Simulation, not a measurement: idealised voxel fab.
A process module follows: voxel self aligned contacts.
Square cells of 5 nm make up the cross-section cut, whose width is 185 nm.
Cross-section format: a grid of square cells, given as bands from top to bottom; each band is one or more rows of cells.
A band entry consists of two parts. The first gives the height of the band's top and the height of its bottom, in nm. The rest lists the band's materials from left to right, each with its width in nm. A single material labelled with the word "full width" fills the band from edge to edge, and the word "blank" marks empty space.
Beneath 0, the wafer as received is one material, and that level is where height counting begins. The lowest band goes on downward without a bottom; it is written like "z 0 and below".
The two numbers in a width such as "30..40" mark its ends across the band: the first belongs to the top row of cells, the second to the bottom row, and from each row to the next the width moves by the same amount.
What does "nothing different" mean for a step? It means no cell of the cross-section changed in that step.
Reported under the label "Cavities, sealed" are the empty spaces having no open way to the top and comprising 8 cells or more; the notation for each is width x height at distance, in which the distance is measured from the left edge and all three values are in nm.
That trailing text on a step's line, after the settings, is the simulator's own remark on the step.
overlay nm: right-of-plan distance of the mask on a masked step; negative values mean left-of-plan.

[So here's the lineup of process steps we planned]
step 1: RECEIVE (material Si)
step 2: CONFORMAL_DEP (material SiO2; thk nm 5)
step 3: DIRECTIONAL_DEP (material polySi; thk nm 25)
step 4: DIRECTIONAL_DEP (material SiN; thk nm 20)
step 5: PATTERN (tone cover; mask id GATE; material resist; width nm 25; pitch nm 60; thk nm 20; overlay nm 0)
step 6: DIRECTIONAL_ETCH (etch materials SiN; depth nm 20)
step 7: DIRECTIONAL_ETCH (etch materials polySi; depth nm 25)
step 8: STRIP (etch materials resist)
step 9: CONFORMAL_DEP (material SiN; thk nm 5)
step 10: DIRECTIONAL_ETCH (etch materials SiN; depth nm 5)
step 11: FILL_DEP (material SiO2; thk nm 20)
step 12: CMP (height nm 60)
step 13: PATTERN (tone open; mask id CONTACT; material resist; width nm 45; pitch nm 60; thk nm 15; overlay nm 0)
step 14: DIRECTIONAL_ETCH (etch materials SiO2; depth nm 60)
step 15: STRIP (etch materials resist)
step 16: CONFORMAL_DEP (material TiN; thk nm 5)
step 17: FILL_DEP (material Ru; thk nm 10)
step 18: CMP (height nm 60)
step 19: CONFORMAL_DEP (material SiCN; thk nm 5)

[Here's what the wafer looked like in cross-section when it arrived - that's after step 1]
* z 0 and below | Si full width
* Cavities, sealed: none

[first wafer at the end, as planned]
* z 65 to 60 | SiCN full width
* z 60 to 50 | SiO2 (40) | TiN (5..15) | Ru (35..15) | TiN (5..15) | SiO2 (15) | TiN (5..15) | Ru (35..15) | TiN (5..15) | SiO2 (40)
* z 50 to 30 | SiO2 (15) | SiN (35) | TiN (5) | Ru (15) | TiN (5) | SiN (35) | TiN (5) | Ru (15) | TiN (5) | SiN (35) | SiO2 (15)
* z 30 to 5 | SiO2 (15) | SiN (5) | polySi (25) | SiN (5) | TiN (5) | Ru (15) | TiN (5) | SiN (5) | polySi (25) | SiN (5) | TiN (5) | Ru (15) | TiN (5) | SiN (5) | polySi (25) | SiN (5) | SiO2 (15)
* z 5 to 0 | SiO2 (50) | TiN (25) | SiO2 (35) | TiN (25) | SiO2 (50)
* z 0 and below | Si full width
* Cavities, sealed: none

[Cross-section at end of module for the second wafer of two, which matched the first in starting point and plan and differed by one mistake in its processing]
* z 65 to 60 | SiCN full width
* z 60 to 50 | SiO2 (40) | SiCN (5..15) | Ru (35..15) | SiCN (5..15) | SiO2 (15) | SiCN (5..15) | Ru (35..15) | SiCN (5..15) | SiO2 (40)
* z 50 to 30 | SiO2 (15) | SiN (35) | SiCN (5) | Ru (15) | SiCN (5) | SiN (35) | SiCN (5) | Ru (15) | SiCN (5) | SiN (35) | SiO2 (15)
* z 30 to 5 | SiO2 (15) | SiN (5) | polySi (25) | SiN (5) | SiCN (5) | Ru (15) | SiCN (5) | SiN (5) | polySi (25) | SiN (5) | SiCN (5) | Ru (15) | SiCN (5) | SiN (5) | polySi (25) | SiN (5) | SiO2 (15)
* z 5 to 0 | SiO2 (50) | SiCN (25) | SiO2 (35) | SiCN (25) | SiO2 (50)
* z 0 and below | Si full width
* Cavities, sealed: none
Against the plan, the run slipped here: step 16 ran with different settings than intended, the actual operation and settings being CONFORMAL_DEP (material SiCN; thk nm 5)
Final cells, second wafer relative to first, materials higher or lower: 62 more of SiCN, 62 fewer of TiN
